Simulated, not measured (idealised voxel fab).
Process module, titled voxel self aligned contacts
Xsec cut, 245 nm wide, square cell size 5 nm.
Throughout this document, each cross-section is represented as a grid of square cells and is presented as a sequence of bands enumerated from the top downward, where a band comprises one or more rows of cells. Per band: top height and bottom height in nm, followed by the left-to-right materials and their widths in nm; "throughout" marks a single material spanning edge to edge, "blank" marks empty space. Below 0: as-received wafer, all one material; heights counted from there. Lowest band: no bottom, goes on down, written "top 0, no bottom". You'd read "30 to 40" like this: the band's top row of cells is as wide as the first number, its bottom row is as wide as the second, and going down, every row changes width by the same amount as the row before did. "left unchanged" (step): cross-section cells unchanged, all of them. "Trapped void list" specifies each empty space that is not open to the top and that occupies no fewer than 8 cells, using the form width x height at distance, the distance measured from the left edge and all three quantities in nm. That trailing text on a step's line, after the settings, is the simulator's own remark on the step. Regarding "overlay nm": on a step with a mask, it is the distance the mask lay to the right of its planned place; a negative value places it to the left.
# Intended process steps
1 RECEIVE with material Si
2 OXIDIZE with depth nm 5
3 DIRECTIONAL_DEP with material polySi, thk nm 25
4 DIRECTIONAL_DEP with material SiN, thk nm 15
5 DIRECTIONAL_DEP with material aC, thk nm 15
6 PATTERN with tone cover, mask id GATE, material resist, width nm 35, pitch nm 70, thk nm 35, overlay nm 0
7 DIRECTIONAL_ETCH with etch materials aC, depth nm 15
8 STRIP with etch materials resist
9 DIRECTIONAL_ETCH with etch materials SiN, depth nm 15
10 DIRECTIONAL_ETCH with etch materials polySi, depth nm 25
11 STRIP with etch materials aC
12 CONFORMAL_DEP with material SiN, thk nm 5
13 DIRECTIONAL_ETCH with etch materials SiN, depth nm 5
14 FILL_DEP with material SiO2, thk nm 10
15 CMP with height nm 45
16 PATTERN with tone open, mask id CONTACT, material resist, width nm 55, thk nm 15, overlay nm 0
17 DIRECTIONAL_ETCH with etch materials SiO2, depth nm 50
18 STRIP with etch materials resist
19 CONFORMAL_DEP with material TiN, thk nm 5
20 FILL_DEP with material W, thk nm 10
21 CMP with height nm 45
22 CONFORMAL_DEP with material SiN, thk nm 5
# first wafer, as planned
# Wafer as received: cross-section following step 1
    top 0, no bottom = Si throughout
    Trapped void list: none
# State of the wafer after step 2, shown in cross-section
    top 0, bottom -5 = SiO2 throughout
    Below -5, no change.
# State of the wafer after step 3, shown in cross-section
    top 25, bottom 0 = polySi throughout
    Below 0, no change.
# State of the wafer after step 4, shown in cross-section
    top 40, bottom 25 = SiN throughout
    Below 25, no change.
# State of the wafer after step 5, shown in cross-section
    top 55, bottom 40 = aC throughout
    Below 40, no change.
# State of the wafer after step 6, shown in cross-section
    top 90, bottom 55 = blank: 70, resist: 35, blank: 35, resist: 35, blank: 70
    Below 55, no change.
# State of the wafer after step 7, shown in cross-section
    top 75, bottom 55 = blank: 70, resist: 35, blank: 35, resist: 35, blank: 70
    top 55, bottom 40 = blank: 70, aC: 35, blank: 35, aC: 35, blank: 70
    Below 40, no change.
# State of the wafer after step 8, shown in cross-section
    top 55, bottom 40 = blank: 70, aC: 35, blank: 35, aC: 35, blank: 70
    Below 40, no change.
# State of the wafer after step 9, shown in cross-section
    top 55, bottom 40 = blank: 70, aC: 35, blank: 35, aC: 35, blank: 70
    top 40, bottom 25 = blank: 70, SiN: 35, blank: 35, SiN: 35, blank: 70
    Below 25, no change.
# State of the wafer after step 10, shown in cross-section
    top 55, bottom 40 = blank: 70, aC: 35, blank: 35, aC: 35, blank: 70
    top 40, bottom 25 = blank: 70, SiN: 35, blank: 35, SiN: 35, blank: 70
    top 25, bottom 0 = blank: 70, polySi: 35, blank: 35, polySi: 35, blank: 70
    Below 0, no change.
# State of the wafer after step 11, shown in cross-section
    top 40, bottom 25 = blank: 70, SiN: 35, blank: 35, SiN: 35, blank: 70
    Below 25, no change.
# State of the wafer after step 12, shown in cross-section
    top 45, bottom 25 = blank: 65, SiN: 45, blank: 25, SiN: 45, blank: 65
    top 25, bottom 5 = blank: 65, SiN: 5, polySi: 35, SiN: 5, blank: 25, SiN: 5, polySi: 35, SiN: 5, blank: 65
    top 5, bottom 0 = SiN: 70, polySi: 35, SiN: 35, polySi: 35, SiN: 70
    Below 0, no change.
# State of the wafer after step 13, shown in cross-section
    top 40, bottom 25 = blank: 65, SiN: 45, blank: 25, SiN: 45, blank: 65
    top 25, bottom 0 = blank: 65, SiN: 5, polySi: 35, SiN: 5, blank: 25, SiN: 5, polySi: 35, SiN: 5, blank: 65
    Below 0, no change.
# State of the wafer after step 14, shown in cross-section
    top 50, bottom 40 = SiO2 throughout
    top 40, bottom 25 = SiO2: 65, SiN: 45, SiO2: 25, SiN: 45, SiO2: 65
    top 25, bottom 0 = SiO2: 65, SiN: 5, polySi: 35, SiN: 5, SiO2: 25, SiN: 5, polySi: 35, SiN: 5, SiO2: 65
    Below 0, no change.
# State of the wafer after step 15, shown in cross-section
    top 45, bottom 40 = SiO2 throughout
    Below 40, no change.
# State of the wafer after step 16, shown in cross-section
    top 60, bottom 45 = resist: 95, blank: 55, resist: 95
    Below 45, no change.
# State of the wafer after step 17, shown in cross-section
    top 60, bottom 45 = resist: 95, blank: 55, resist: 95
    top 45, bottom 40 = SiO2: 95, blank: 55, SiO2: 95
    top 40, bottom 25 = SiO2: 65, SiN: 45, blank: 25, SiN: 45, SiO2: 65
    top 25, bottom 0 = SiO2: 65, SiN: 5, polySi: 35, SiN: 5, blank: 25, SiN: 5, polySi: 35, SiN: 5, SiO2: 65
    top 0, bottom -5 = SiO2: 110, blank: 25, SiO2: 110
    Below -5, no change.
# State of the wafer after step 18, shown in cross-section
    top 45, bottom 40 = SiO2: 95, blank: 55, SiO2: 95
    Below 40, no change.
# State of the wafer after step 19, shown in cross-section
    top 50, bottom 45 = TiN: 100, blank: 45, TiN: 100
    top 45, bottom 40 = SiO2: 95, TiN: 20, blank: 15, TiN: 20, SiO2: 95
    top 40, bottom 25 = SiO2: 65, SiN: 45, TiN: 5, blank: 15, TiN: 5, SiN: 45, SiO2: 65
    top 25, bottom 0 = SiO2: 65, SiN: 5, polySi: 35, SiN: 5, TiN: 5, blank: 15, TiN: 5, SiN: 5, polySi: 35, SiN: 5, SiO2: 65
    top 0, bottom -5 = SiO2: 110, TiN: 25, SiO2: 110
    Below -5, no change.
# State of the wafer after step 20, shown in cross-section
    top 60, bottom 50 = W throughout
    top 50, bottom 45 = TiN: 100, W: 45, TiN: 100
    top 45, bottom 40 = SiO2: 95, TiN: 20, W: 15, TiN: 20, SiO2: 95
    top 40, bottom 25 = SiO2: 65, SiN: 45, TiN: 5, W: 15, TiN: 5, SiN: 45, SiO2: 65
    top 25, bottom 0 = SiO2: 65, SiN: 5, polySi: 35, SiN: 5, TiN: 5, W: 15, TiN: 5, SiN: 5, polySi: 35, SiN: 5, SiO2: 65
    Below 0, no change.
# State of the wafer after step 21, shown in cross-section
    top 45, bottom 40 = SiO2: 95, TiN: 20, W: 15, TiN: 20, SiO2: 95
    Below 40, no change.
# State of the wafer after step 22, shown in cross-section
    top 50, bottom 45 = SiN throughout
    Below 45, no change.
# Second wafer, same starting conditions and recipe as the first, one mistake in executing it, nothing differs from the first up to and including step 1
when step 2 should have ended: left unchanged
# when step 3 should have ended
    top 25, bottom 0 = polySi throughout
    Below 0, no change.
# when step 4 should have ended
    top 40, bottom 25 = SiN throughout
    Below 25, no change.
# when step 5 should have ended
    top 55, bottom 40 = aC throughout
    Below 40, no change.
# when step 6 should have ended
    top 90, bottom 55 = blank: 70, resist: 35, blank: 35, resist: 35, blank: 70
    Below 55, no change.
# when step 7 should have ended
    top 75, bottom 55 = blank: 70, resist: 35, blank: 35, resist: 35, blank: 70
    top 55, bottom 40 = blank: 70, aC: 35, blank: 35, aC: 35, blank: 70
    Below 40, no change.
# when step 8 should have ended
    top 55, bottom 40 = blank: 70, aC: 35, blank: 35, aC: 35, blank: 70
    Below 40, no change.
# when step 9 should have ended
    top 55, bottom 40 = blank: 70, aC: 35, blank: 35, aC: 35, blank: 70
    top 40, bottom 25 = blank: 70, SiN: 35, blank: 35, SiN: 35, blank: 70
    Below 25, no change.
# when step 10 should have ended
    top 55, bottom 40 = blank: 70, aC: 35, blank: 35, aC: 35, blank: 70
    top 40, bottom 25 = blank: 70, SiN: 35, blank: 35, SiN: 35, blank: 70
    top 25, bottom 0 = blank: 70, polySi: 35, blank: 35, polySi: 35, blank: 70
    Below 0, no change.
# when step 11 should have ended
    top 40, bottom 25 = blank: 70, SiN: 35, blank: 35, SiN: 35, blank: 70
    Below 25, no change.
# when step 12 should have ended
    top 45, bottom 25 = blank: 65, SiN: 45, blank: 25, SiN: 45, blank: 65
    top 25, bottom 5 = blank: 65, SiN: 5, polySi: 35, SiN: 5, blank: 25, SiN: 5, polySi: 35, SiN: 5, blank: 65
    top 5, bottom 0 = SiN: 70, polySi: 35, SiN: 35, polySi: 35, SiN: 70
    Below 0, no change.
# when step 13 should have ended
    top 40, bottom 25 = blank: 65, SiN: 45, blank: 25, SiN: 45, blank: 65
    top 25, bottom 0 = blank: 65, SiN: 5, polySi: 35, SiN: 5, blank: 25, SiN: 5, polySi: 35, SiN: 5, blank: 65
    Below 0, no change.
# when step 14 should have ended
    top 50, bottom 40 = SiO2 throughout
    top 40, bottom 25 = SiO2: 65, SiN: 45, SiO2: 25, SiN: 45, SiO2: 65
    top 25, bottom 0 = SiO2: 65, SiN: 5, polySi: 35, SiN: 5, SiO2: 25, SiN: 5, polySi: 35, SiN: 5, SiO2: 65
    Below 0, no change.
# when step 15 should have ended
    top 45, bottom 40 = SiO2 throughout
    Below 40, no change.
# when step 16 should have ended
    top 60, bottom 45 = resist: 95, blank: 55, resist: 95
    Below 45, no change.
# when step 17 should have ended
    top 60, bottom 45 = resist: 95, blank: 55, resist: 95
    top 45, bottom 40 = SiO2: 95, blank: 55, SiO2: 95
    top 40, bottom 25 = SiO2: 65, SiN: 45, blank: 25, SiN: 45, SiO2: 65
    top 25, bottom 0 = SiO2: 65, SiN: 5, polySi: 35, SiN: 5, blank: 25, SiN: 5, polySi: 35, SiN: 5, SiO2: 65
    Below 0, no change.
# when step 18 should have ended
    top 45, bottom 40 = SiO2: 95, blank: 55, SiO2: 95
    Below 40, no change.
# when step 19 should have ended
    top 50, bottom 45 = TiN: 100, blank: 45, TiN: 100
    top 45, bottom 40 = SiO2: 95, TiN: 20, blank: 15, TiN: 20, SiO2: 95
    top 40, bottom 25 = SiO2: 65, SiN: 45, TiN: 5, blank: 15, TiN: 5, SiN: 45, SiO2: 65
    top 25, bottom 5 = SiO2: 65, SiN: 5, polySi: 35, SiN: 5, TiN: 5, blank: 15, TiN: 5, SiN: 5, polySi: 35, SiN: 5, SiO2: 65
    top 5, bottom 0 = SiO2: 65, SiN: 5, polySi: 35, SiN: 5, TiN: 25, SiN: 5, polySi: 35, SiN: 5, SiO2: 65
    Below 0, no change.
# when step 20 should have ended
    top 60, bottom 50 = W throughout
    top 50, bottom 45 = TiN: 100, W: 45, TiN: 100
    top 45, bottom 40 = SiO2: 95, TiN: 20, W: 15, TiN: 20, SiO2: 95
    top 40, bottom 25 = SiO2: 65, SiN: 45, TiN: 5, W: 15, TiN: 5, SiN: 45, SiO2: 65
    top 25, bottom 5 = SiO2: 65, SiN: 5, polySi: 35, SiN: 5, TiN: 5, W: 15, TiN: 5, SiN: 5, polySi: 35, SiN: 5, SiO2: 65
    Below 5, no change.
# when step 21 should have ended
    top 45, bottom 40 = SiO2: 95, TiN: 20, W: 15, TiN: 20, SiO2: 95
    Below 40, no change.
# when step 22 should have ended
    top 50, bottom 45 = SiN throughout
    Below 45, no change.
Short version of what went wrong: step 2 was dropped from the plan's execution and never run
Cell-count delta at end, second wafer over first, by material: Si: 49 more | SiO2: 44 fewer | TiN: 2 fewer | W: 3 fewer
